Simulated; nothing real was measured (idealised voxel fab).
process module | voxel wiring stack
cross-section cut | 155 nm wide | cells 5 nm
A cross-section is a grid of square cells, given in bands from the top down. A band is one or more rows of cells.
Each band's line starts with the height of the band's top and of its bottom, in nm. Then come its materials from left to right, each with its width in nm. One material with "throughout" fills the band from edge to edge. "air" is empty space.
Height 0 is the level under which the wafer as received is all one material. The lowest band goes on downwards, as in "0 down".
A width such as "30 to 40" changes by the same amount from each row of cells to the next, from the band's top row to its bottom row.
"no change" after a step means that no cell of the cross-section changed.
closed voids: empty space of 8 cells or more with no open way to the top, each as width x height at its distance from the left edge, in nm
after a step's settings: what the simulator itself notes on the step
overlay nm, on a step with a mask: how far to the right of its planned place the mask lay; to the left if negative
plan
1 op RECEIVE | material Si
2 op CONFORMAL_DEP | material SiO2 | thk nm 15
3 op CONFORMAL_DEP | material SiCN | thk nm 5
4 op DIRECTIONAL_DEP | material lowk | thk nm 20
5 op PATTERN | tone open | mask id METAL_1 | material resist | width nm 20 | pitch nm 40 | thk nm 20 | overlay nm 0
6 op DIRECTIONAL_ETCH | etch materials lowk | depth nm 20
7 op DIRECTIONAL_ETCH | etch materials SiCN | depth nm 5
8 op STRIP | etch materials resist
9 op CONFORMAL_DEP | material TiN | thk nm 5
10 op FILL_DEP | material W | thk nm 10
11 op CMP | height nm 40
12 op CONFORMAL_DEP | material SiCN | thk nm 5
13 op DIRECTIONAL_DEP | material lowk | thk nm 15
14 op MASKED_ETCH | tone open | mask id PLUG_1 | width nm 15 | pitch nm 40 | etch materials lowk | depth nm 15 | overlay nm 0
15 op MASKED_ETCH | tone open | mask id PLUG_1 | width nm 15 | pitch nm 40 | etch materials SiCN | depth nm 5 | overlay nm 0
16 op EPI | material Ru | thk nm 10
17 op EPI | material Ru | thk nm 10
18 op CONFORMAL_DEP | material SiCN | thk nm 5
19 op DIRECTIONAL_DEP | material SiO2 | thk nm 25
20 op DIRECTIONAL_DEP | material aC | thk nm 10
21 op PATTERN | tone open | mask id METAL_2 | material resist | width nm 20 | pitch nm 40 | thk nm 25 | overlay nm 0
22 op DIRECTIONAL_ETCH | etch materials aC | depth nm 10
23 op STRIP | etch materials resist
24 op DIRECTIONAL_ETCH | etch materials SiO2 | depth nm 25
25 op DIRECTIONAL_ETCH | etch materials SiCN | depth nm 5
26 op STRIP | etch materials aC
27 op CONFORMAL_DEP | material TiN | thk nm 5
28 op FILL_DEP | material W | thk nm 10
29 op CMP | height nm 90
30 op CONFORMAL_DEP | material SiCN | thk nm 5
31 op DIRECTIONAL_DEP | material SiO2 | thk nm 15
32 op MASKED_ETCH | tone open | mask id PLUG_2 | width nm 15 | pitch nm 40 | etch materials SiO2 | depth nm 15 | overlay nm 0
33 op MASKED_ETCH | tone open | mask id PLUG_2 | width nm 15 | pitch nm 40 | etch materials SiCN | depth nm 5 | overlay nm 0
34 op EPI | material Ru | thk nm 10
35 op EPI | material Ru | thk nm 10
36 op CONFORMAL_DEP | material SiCN | thk nm 5
37 op DIRECTIONAL_DEP | material lowk | thk nm 15
38 op DIRECTIONAL_DEP | material aC | thk nm 10
39 op PATTERN | tone open | mask id METAL_3 | material resist | width nm 15 | pitch nm 40 | thk nm 30 | overlay nm 0
40 op DIRECTIONAL_ETCH | etch materials aC | depth nm 10
41 op STRIP | etch materials resist
42 op DIRECTIONAL_ETCH | etch materials lowk | depth nm 15
43 op DIRECTIONAL_ETCH | etch materials SiCN | depth nm 5
44 op STRIP | etch materials aC
45 op CONFORMAL_DEP | material TiN | thk nm 5
46 op FILL_DEP | material Cu | thk nm 5
47 op CMP | height nm 130
48 op EPI | material Ru | thk nm 5
49 op FILL_DEP | material SiCN | thk nm 5
varied across the wafers: width nm of step 39. The plan shows the first wafer's value. All wafers start alike
first wafer as received, after step 1
  0 down: Si throughout
  closed voids: none
each wafer at the end: cells of each material gained (+) or lost (-) since it was received, then its closed voids
width nm 15 | +9 Cu | +87 Ru | +151 SiCN | +254 SiO2 | +105 TiN | +54 W | +208 lowk | closed voids: none
width nm 20 | +18 Cu | +90 Ru | +145 SiCN | +254 SiO2 | +108 TiN | +54 W | +199 lowk | closed voids: none
width nm 25 | +27 Cu | +93 Ru | +139 SiCN | +254 SiO2 | +111 TiN | +54 W | +190 lowk | closed voids: none
